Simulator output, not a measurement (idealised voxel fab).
Process module, titled voxel spacer lines
Square cell edge 5 nm, section width 195 nm, ID cut.
If you're reading a cross-section in this doc, picture square cells in a grid; it comes to you as bands, top ones listed first down to the bottom, and a band can be one or more rows of cells.
Heights first: top, then bottom, in nm. Then materials, left to right, each with a width in nm. "all across" on a single material: fills the band edge to edge. "blank": empty space.
Zero point of the height axis is 0; under it, received wafer = one material. Lowest band: continues down indefinitely, "0 down".
The notation "30..40" denotes a width that varies across the rows of cells in the band, beginning at the first number in the top row, finishing at the second number in the bottom row, and changing by an identical amount from each row to the next.
Key: "remained the same" - step with no changed cell in the cross-section.
"Voids, sealed": empty spaces of 8 cells or more with no open way to the top, each given as width x height at distance, distance from the left edge, all in nm.
Whatever follows a step's settings on its line is a remark the simulator itself makes about that step.
overlay nm: mask offset rightward from planned place, masked step; negative means leftward offset.
The following list gives the planned process steps
1. RECEIVE with material Si
2. CONFORMAL_DEP with material Al2O3, thk nm 10
3. DIRECTIONAL_DEP with material polySi, thk nm 10
4. DIRECTIONAL_DEP with material aC, thk nm 25
5. PATTERN with tone cover, mask id MANDREL, material resist, width nm 15, pitch nm 50, thk nm 35, overlay nm 0
6. DIRECTIONAL_ETCH with etch materials aC, depth nm 25
7. STRIP with etch materials resist
8. CONFORMAL_DEP with material SiO2, thk nm 10
9. DIRECTIONAL_ETCH with etch materials SiO2, depth nm 10
10. STRIP with etch materials aC
11. DIRECTIONAL_ETCH with etch materials polySi, depth nm 10
12. STRIP with etch materials SiO2
Below: the first of two wafers, run as planned
Cross-section of the wafer as it came to us, i.e., already through step 1
    0 down | Si all across
    Voids, sealed: none
Upon completion of step 2, the wafer appears in cross-section as shown
    10 to 0 | Al2O3 all across
    At heights below 0, the structure remains unaltered.
Upon completion of step 3, the wafer appears in cross-section as shown
    20 to 10 | polySi all across
    At heights below 10, the structure remains unaltered.
Upon completion of step 4, the wafer appears in cross-section as shown
    45 to 20 | aC all across
    At heights below 20, the structure remains unaltered.
Upon completion of step 5, the wafer appears in cross-section as shown
    80 to 45 | blank: 40 / resist: 15 / blank: 35 / resist: 15 / blank: 35 / resist: 15 / blank: 40
    At heights below 45, the structure remains unaltered.
Upon completion of step 6, the wafer appears in cross-section as shown
    55 to 45 | blank: 40 / resist: 15 / blank: 35 / resist: 15 / blank: 35 / resist: 15 / blank: 40
    45 to 20 | blank: 40 / aC: 15 / blank: 35 / aC: 15 / blank: 35 / aC: 15 / blank: 40
    At heights below 20, the structure remains unaltered.
Upon completion of step 7, the wafer appears in cross-section as shown
    45 to 20 | blank: 40 / aC: 15 / blank: 35 / aC: 15 / blank: 35 / aC: 15 / blank: 40
    At heights below 20, the structure remains unaltered.
Upon completion of step 8, the wafer appears in cross-section as shown
    55 to 45 | blank: 30 / SiO2: 35 / blank: 15 / SiO2: 35 / blank: 15 / SiO2: 35 / blank: 30
    45 to 30 | blank: 30 / SiO2: 10 / aC: 15 / SiO2: 10 / blank: 15 / SiO2: 10 / aC: 15 / SiO2: 10 / blank: 15 / SiO2: 10 / aC: 15 / SiO2: 10 / blank: 30
    30 to 20 | SiO2: 40 / aC: 15 / SiO2: 35 / aC: 15 / SiO2: 35 / aC: 15 / SiO2: 40
    At heights below 20, the structure remains unaltered.
Upon completion of step 9, the wafer appears in cross-section as shown
    45 to 20 | blank: 30 / SiO2: 10 / aC: 15 / SiO2: 10 / blank: 15 / SiO2: 10 / aC: 15 / SiO2: 10 / blank: 15 / SiO2: 10 / aC: 15 / SiO2: 10 / blank: 30
    At heights below 20, the structure remains unaltered.
Upon completion of step 10, the wafer appears in cross-section as shown
    45 to 20 | blank: 30 / SiO2: 10 / blank: 15 / SiO2: 10 / blank: 15 / SiO2: 10 / blank: 15 / SiO2: 10 / blank: 15 / SiO2: 10 / blank: 15 / SiO2: 10 / blank: 30
    At heights below 20, the structure remains unaltered.
Upon completion of step 11, the wafer appears in cross-section as shown
    45 to 20 | blank: 30 / SiO2: 10 / blank: 15 / SiO2: 10 / blank: 15 / SiO2: 10 / blank: 15 / SiO2: 10 / blank: 15 / SiO2: 10 / blank: 15 / SiO2: 10 / blank: 30
    20 to 10 | blank: 30 / polySi: 10 / blank: 15 / polySi: 10 / blank: 15 / polySi: 10 / blank: 15 / polySi: 10 / blank: 15 / polySi: 10 / blank: 15 / polySi: 10 / blank: 30
    At heights below 10, the structure remains unaltered.
Upon completion of step 12, the wafer appears in cross-section as shown
    20 to 10 | blank: 30 / polySi: 10 / blank: 15 / polySi: 10 / blank: 15 / polySi: 10 / blank: 15 / polySi: 10 / blank: 15 / polySi: 10 / blank: 15 / polySi: 10 / blank: 30
    At heights below 10, the structure remains unaltered.
Wafer two: like wafer one in start and plan, but with one mistake in execution; identical up to and including step 1
Cross-sectional representation of the second wafer at the time designated in the plan for the completion of step 2: remained the same
Cross-sectional representation of the second wafer at the time designated in the plan for the completion of step 3
    10 to 0 | polySi all across
    At heights below 0, the structure remains unaltered.
Cross-sectional representation of the second wafer at the time designated in the plan for the completion of step 4
    35 to 10 | aC all across
    At heights below 10, the structure remains unaltered.
Cross-sectional representation of the second wafer at the time designated in the plan for the completion of step 5
    70 to 35 | blank: 40 / resist: 15 / blank: 35 / resist: 15 / blank: 35 / resist: 15 / blank: 40
    At heights below 35, the structure remains unaltered.
Cross-sectional representation of the second wafer at the time designated in the plan for the completion of step 6
    45 to 35 | blank: 40 / resist: 15 / blank: 35 / resist: 15 / blank: 35 / resist: 15 / blank: 40
    35 to 10 | blank: 40 / aC: 15 / blank: 35 / aC: 15 / blank: 35 / aC: 15 / blank: 40
    At heights below 10, the structure remains unaltered.
Cross-sectional representation of the second wafer at the time designated in the plan for the completion of step 7
    35 to 10 | blank: 40 / aC: 15 / blank: 35 / aC: 15 / blank: 35 / aC: 15 / blank: 40
    At heights below 10, the structure remains unaltered.
Cross-sectional representation of the second wafer at the time designated in the plan for the completion of step 8
    45 to 35 | blank: 30 / SiO2: 35 / blank: 15 / SiO2: 35 / blank: 15 / SiO2: 35 / blank: 30
    35 to 20 | blank: 30 / SiO2: 10 / aC: 15 / SiO2: 10 / blank: 15 / SiO2: 10 / aC: 15 / SiO2: 10 / blank: 15 / SiO2: 10 / aC: 15 / SiO2: 10 / blank: 30
    20 to 10 | SiO2: 40 / aC: 15 / SiO2: 35 / aC: 15 / SiO2: 35 / aC: 15 / SiO2: 40
    At heights below 10, the structure remains unaltered.
Cross-sectional representation of the second wafer at the time designated in the plan for the completion of step 9
    35 to 10 | blank: 30 / SiO2: 10 / aC: 15 / SiO2: 10 / blank: 15 / SiO2: 10 / aC: 15 / SiO2: 10 / blank: 15 / SiO2: 10 / aC: 15 / SiO2: 10 / blank: 30
    At heights below 10, the structure remains unaltered.
Cross-sectional representation of the second wafer at the time designated in the plan for the completion of step 10
    35 to 10 | blank: 30 / SiO2: 10 / blank: 15 / SiO2: 10 / blank: 15 / SiO2: 10 / blank: 15 / SiO2: 10 / blank: 15 / SiO2: 10 / blank: 15 / SiO2: 10 / blank: 30
    At heights below 10, the structure remains unaltered.
Cross-sectional representation of the second wafer at the time designated in the plan for the completion of step 11
    35 to 10 | blank: 30 / SiO2: 10 / blank: 15 / SiO2: 10 / blank: 15 / SiO2: 10 / blank: 15 / SiO2: 10 / blank: 15 / SiO2: 10 / blank: 15 / SiO2: 10 / blank: 30
    10 to 0 | blank: 30 / polySi: 10 / blank: 15 / polySi: 10 / blank: 15 / polySi: 10 / blank: 15 / polySi: 10 / blank: 15 / polySi: 10 / blank: 15 / polySi: 10 / blank: 30
    At heights below 0, the structure remains unaltered.
Cross-sectional representation of the second wafer at the time designated in the plan for the completion of step 12
    10 to 0 | blank: 30 / polySi: 10 / blank: 15 / polySi: 10 / blank: 15 / polySi: 10 / blank: 15 / polySi: 10 / blank: 15 / polySi: 10 / blank: 15 / polySi: 10 / blank: 30
    At heights below 0, the structure remains unaltered.
Short version of what went wrong: no execution of plan step 2; skipped
Heads up, by the end the second wafer has more or fewer cells of some materials compared to the first: 78 fewer of Al2O3
